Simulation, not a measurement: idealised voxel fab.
You're looking at the process module voxel tone inversion.
Cross-section cut: width 200 nm, square cells of 5 nm.
Cross-section = grid of square cells, listed top down in bands; band = one or more rows.
Heights first: top, then bottom, in nm. Then materials, left to right, each with a width in nm. "edge to edge" on a single material: fills the band edge to edge. "air": empty space.
Zero point of the height axis is 0; under it, received wafer = one material. Lowest band: continues down indefinitely, "0 -> down".
Read "30 to 40" as a graded width: first number on top, second number at the bottom, same change between each pair of neighbouring rows.
You'll sometimes find "nothing different" written for a step, and that's the way of saying that nowhere in the cross-section did a cell change during that step.
Closed empty spaces (no open way to the top) of 8 cells or more are what "Closed void register" lists, each as width x height at distance from the left edge, nm for all three.
That trailing text on a step's line, after the settings, is the simulator's own remark on the step.
Each step line may optionally specify "overlay nm", which for a step with a mask gives the rightward distance between the mask's planned place and where it lay, a negative value indicating the leftward direction.

**Steps in the process plan**
1) RECEIVE, material Si
2) CONFORMAL_DEP, material SiN, thk nm 5
3) DIRECTIONAL_DEP, material aC, thk nm 20
4) PATTERN, tone cover, mask id POSTS, material resist, width nm 20, pitch nm 35, thk nm 30, overlay nm 0
5) DIRECTIONAL_ETCH, etch materials aC, depth nm 20
6) STRIP, etch materials resist
7) FILL_DEP, material SiO2, thk nm 10
8) CMP, height nm 25
9) STRIP, etch materials aC
10) CONFORMAL_DEP, material TiN, thk nm 5
11) FILL_DEP, material W, thk nm 10
12) CMP, height nm 25
13) CONFORMAL_DEP, material SiCN, thk nm 5

**The cross-section here shows the wafer as received, i.e. in its state after step 1**
  0 -> down  Si edge to edge
  Closed void register: none

**Post-module cross-section: identical start and plan to those above, one misstep in execution**
  30 -> 25  SiCN edge to edge
  25 -> 20  SiN edge to edge
  20 -> 0  aC edge to edge
  0 -> down  Si edge to edge
  Closed void register: none
Plan not followed: the executed order of steps 2 and 3 is the reverse of that specified in the plan, each step having taken the other's position
